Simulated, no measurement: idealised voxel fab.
process module | voxel capacitor over wiring
cross-section cut | 235 nm wide | cells 5 nm
A cross-section is a grid of square cells, given in bands from the top down. A band is one or more rows of cells.
Each band's line starts with the height of the band's top and of its bottom, in nm. Then come its materials from left to right, each with its width in nm. One material with "throughout" fills the band from edge to edge. "air" is empty space.
Height 0 is the level under which the wafer as received is all one material. The lowest band goes on downwards, as in "0 down".
A width such as "30 to 40" changes by the same amount from each row of cells to the next, from the band's top row to its bottom row.
"no change" after a step means that no cell of the cross-section changed.
closed voids: empty space of 8 cells or more with no open way to the top, each as width x height at its distance from the left edge, in nm
after a step's settings: what the simulator itself notes on the step
overlay nm, on a step with a mask: how far to the right of its planned place the mask lay; to the left if negative
plan
1 op RECEIVE | material Si
2 op CONFORMAL_DEP | material SiO2 | thk nm 15
3 op CONFORMAL_DEP | material SiN | thk nm 5
4 op DIRECTIONAL_DEP | material SiO2 | thk nm 15
5 op DIRECTIONAL_DEP | material aC | thk nm 10
6 op PATTERN | tone open | mask id METAL_1 | material resist | width nm 25 | pitch nm 90 | thk nm 30 | overlay nm 0
7 op DIRECTIONAL_ETCH | etch materials aC | depth nm 10
8 op STRIP | etch materials resist
9 op DIRECTIONAL_ETCH | etch materials SiO2 | depth nm 15
10 op DIRECTIONAL_ETCH | etch materials SiN | depth nm 5
11 op STRIP | etch materials aC
12 op CONFORMAL_DEP | material TiN | thk nm 5
13 op FILL_DEP | material Cu | thk nm 5
14 op CMP | height nm 35
15 op EPI | material Ru | thk nm 5
16 op FILL_DEP | material SiCN | thk nm 5
17 op DIRECTIONAL_DEP | material lowk | thk nm 15
18 op DIRECTIONAL_DEP | material aC | thk nm 10
19 op PATTERN | tone open | mask id PLUG_1 | material resist | width nm 15 | thk nm 30 | overlay nm 0
20 op DIRECTIONAL_ETCH | etch materials aC | depth nm 10
21 op STRIP | etch materials resist
22 op DIRECTIONAL_ETCH | etch materials lowk | depth nm 15
23 op DIRECTIONAL_ETCH | etch materials SiCN | depth nm 5
24 op STRIP | etch materials aC
25 op EPI | material Ru | thk nm 10
26 op EPI | material Ru | thk nm 10
27 op DIRECTIONAL_DEP | material TiN | thk nm 5
28 op DIRECTIONAL_DEP | material Al2O3 | thk nm 5
29 op DIRECTIONAL_DEP | material TiN | thk nm 10
30 op MASKED_ETCH | tone cover | mask id UPPER_PLATE | width nm 70 | etch materials TiN | depth nm 10 | overlay nm 0
31 op MASKED_ETCH | tone cover | mask id UPPER_PLATE | width nm 70 | etch materials Al2O3 | depth nm 5 | overlay nm 0
32 op DIRECTIONAL_DEP | material aC | thk nm 15
33 op PATTERN | tone cover | mask id LOWER_PLATE | material resist | width nm 80 | thk nm 35 | overlay nm 0
34 op DIRECTIONAL_ETCH | etch materials aC | depth nm 15
35 op STRIP | etch materials resist
36 op DIRECTIONAL_ETCH | etch materials TiN | depth nm 5
37 op STRIP | etch materials aC
38 op FILL_DEP | material SiO2 | thk nm 15
39 op CMP | height nm 90
40 op DIRECTIONAL_DEP | material aC | thk nm 15
41 op PATTERN | tone open | mask id PLUG_2 | material resist | width nm 15 | thk nm 35 | overlay nm 0
42 op DIRECTIONAL_ETCH | etch materials aC | depth nm 15
43 op STRIP | etch materials resist
44 op DIRECTIONAL_ETCH | etch materials SiO2 | depth nm 10
45 op STRIP | etch materials aC
46 op CONFORMAL_DEP | material TiN | thk nm 5
47 op FILL_DEP | material Ru | thk nm 5
48 op CMP | height nm 90
49 op CONFORMAL_DEP | material SiCN | thk nm 5
as received, after step 1
  0 down: Si throughout
  closed voids: none
a wafer at the end: this start, this plan, one mistake
  95 to 90: SiCN throughout
  90 to 80: SiO2 70 | TiN 25 | SiO2 140
  80 to 75: SiO2 70 | Al2O3 25 | TiN 45 | SiO2 95
  75 to 70: SiO2 65 | TiN 75 | SiO2 95
  70 to 65: SiO2 60 | Ru 35 | Al2O3 45 | SiO2 95
  65 to 60: SiO2 60 | Ru 35 | TiN 50 | SiO2 90
  60 to 45: lowk 70 | Ru 15 | lowk 150
  45 to 40: SiCN 70 | Ru 15 | SiCN 150
  40 to 35: SiCN 55 | Ru 35 | SiCN 55 | Ru 35 | SiCN 55
  35 to 20: SiO2 60 | TiN 5 | Cu 15 | TiN 5 | SiO2 65 | TiN 5 | Cu 15 | TiN 5 | SiO2 60
  20 to 15: SiN 60 | TiN 25 | SiN 65 | TiN 25 | SiN 60
  15 to 0: SiO2 throughout
  0 down: Si throughout
  closed voids: none
what went wrong: one of the steps 25 and 26, which are alike, was run twice
